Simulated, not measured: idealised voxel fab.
The following process module bears the name voxel fin reveal.
The cross-section shown here is cut; it is 165 nm wide and divided into square cells measuring 5 nm on a side.
A cross-section is a grid of square cells, given in bands from the top down. A band is one or more rows of cells.
For a band, the entry starts with two heights in nm, that of the top and then that of the bottom, and carries on with the band's materials in order from left to right, each alongside its width in nm; the word "everywhere" beside a single material means it fills the band edge to edge, and "air" means empty space.
Zero point of the height axis is 0; under it, received wafer = one material. Lowest band: continues down indefinitely, "0..down".
So if you see something like "30 to 40" for the width, read it as the top row of the band sitting at the first number and the bottom row at the second, with every row in between moving by the same amount as the last.
"remains unaltered" (step): cross-section cells unchanged, all of them.
The entry "Voids, fully enclosed" lists the empty spaces that cover at least 8 cells and have no open path to the top. Each is written as width x height at distance, where the distance is measured from the left edge and all three values are in nm.
Anything after a step's settings on that line? It's the simulator's own note about the step.
A step's line can hold "overlay nm"; with a mask on that step, the setting says how far right of the planned place the mask lay, while a negative setting says it lay to the left.
**List of planned process steps**
1,RECEIVE [material Si]
2,CONFORMAL_DEP [material SiN] [thk nm 5]
3,MASKED_ETCH [tone cover] [mask id FINS] [width nm 15] [pitch nm 40] [etch materials SiN] [depth nm 5] [overlay nm 0]
4,MASKED_ETCH [tone cover] [mask id FINS] [width nm 15] [pitch nm 40] [etch materials Si] [depth nm 40] [overlay nm 0]
5,OXIDIZE [depth nm 5]
6,FILL_DEP [material SiO2] [thk nm 5]
7,CMP [height nm 5]
8,SELECTIVE_ETCH [etch materials SiO2] [depth nm 30]
9,STRIP [etch materials SiN]
**Shown in cross-section is the wafer as received, that is, as it stands after step 1**
* 0..down | Si everywhere
* Voids, fully enclosed: none
**Module complete - cross-section of the first of two wafers, run according to plan**
* 0..-25 | air (20) / Si (5) / air (35) / Si (5) / air (35) / Si (5) / air (35) / Si (5) / air (20)
* -25..-45 | SiO2 (20) / Si (5) / SiO2 (35) / Si (5) / SiO2 (35) / Si (5) / SiO2 (35) / Si (5) / SiO2 (20)
* -45..down | Si everywhere
* Voids, fully enclosed: none
**Now the second wafer, cross-sectioned at the end of the module. Nothing different at the start, nothing different in the plan compared with the first, just one mistake when it was actually run**
* 0..-45 | air (20) / Si (5) / air (35) / Si (5) / air (35) / Si (5) / air (35) / Si (5) / air (20)
* -45..down | Si everywhere
* Voids, fully enclosed: none
Here's what went sideways: execution of plan step 8 occurred twice
Cell-count delta at end, second wafer over first, by material: -116 SiO2
